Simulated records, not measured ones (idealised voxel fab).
The name of this process module is voxel ribs on slabs.
295 nm wide, 5 nm square cells: that's cross-section cut.
Reading order for cross-sections: top band down to bottom band. Underlying form: a grid of square cells. Band size: one or more rows of cells.
First you get the band's top height and its bottom height, in nm, and then the materials it's made of, left to right, with each width in nm. If you see a single material with "edge to edge", that one covers the band edge to edge. "empty" is empty space.
For the purposes of this specification, 0 denotes the height below which the wafer in its as-received condition is composed wholly of one material, and the lowermost band, lacking a lower limit, extends downward without end, as expressed in "0 nm and below".
A two-number width, for instance "30->40", indicates that the width is equal to the first number in the top row of the band and to the second number in the bottom row, and that it changes by a constant amount per row of cells.
"no modifications" means the step left every cell of the cross-section as it was.
Look at "Closed void roster" for the closed voids: empty spaces with no open path to the top, sized 8 cells or up. Each is width x height at distance, distance from the left edge, all nm.
Heads up: the bit after the settings on a step's line is the simulator's remark on that step.
overlay nm: how far to the right of its planned place the mask lay on this masked step (negative: to the left).

So here's the lineup of process steps we planned:
| 1 | op RECEIVE | material Si |
| 2 | op DIRECTIONAL_DEP | material SiO2 | thk nm 20 |
| 3 | op DIRECTIONAL_DEP | material polySi | thk nm 25 |
| 4 | op DIRECTIONAL_DEP | material aC | thk nm 10 |
| 5 | op PATTERN | tone cover | mask id RIB | material resist | width nm 15 | thk nm 30 | overlay nm 0 |
| 6 | op DIRECTIONAL_ETCH | etch materials aC | depth nm 10 |
| 7 | op STRIP | etch materials resist |
| 8 | op DIRECTIONAL_ETCH | etch materials polySi | depth nm 15 |
| 9 | op STRIP | etch materials aC |
| 10 | op DIRECTIONAL_DEP | material aC | thk nm 15 |
| 11 | op PATTERN | tone cover | mask id SLAB | material resist | width nm 55 | thk nm 35 | overlay nm 0 |
| 12 | op DIRECTIONAL_ETCH | etch materials aC | depth nm 15 |
| 13 | op STRIP | etch materials resist |
| 14 | op DIRECTIONAL_ETCH | etch materials polySi | depth nm 10 |
| 15 | op STRIP | etch materials aC |
| 16 | op FILL_DEP | material SiO2 | thk nm 15 |
| 17 | op CMP | height nm 55 |
| 18 | op DIRECTIONAL_DEP | material TiN | thk nm 10 |
| 19 | op PATTERN | tone cover | mask id HEATER | material resist | width nm 25 | thk nm 20 | overlay nm 0 |
| 20 | op DIRECTIONAL_ETCH | etch materials TiN | depth nm 10 |
| 21 | op STRIP | etch materials resist |
| 22 | op CONFORMAL_DEP | material SiO2 | thk nm 5 |

Cross-section, incoming material, after step 1:
0 nm and below: Si edge to edge
Closed void roster: none

Module complete, cross-section. Starting point and plan per above. One mistake made in running the module:
70 nm to 65 nm: empty (130) / SiO2 (35) / empty (130)
65 nm to 60 nm: empty (130) / SiO2 (5) / TiN (25) / SiO2 (5) / empty (130)
60 nm to 55 nm: SiO2 (135) / TiN (25) / SiO2 (135)
55 nm to 50 nm: SiO2 (140) / polySi (15) / SiO2 (140)
50 nm to 40 nm: SiO2 (120) / polySi (55) / SiO2 (120)
40 nm to 0 nm: SiO2 edge to edge
0 nm and below: Si edge to edge
Closed void roster: none
What went wrong in running the wafer? step 2, plan: ran twice
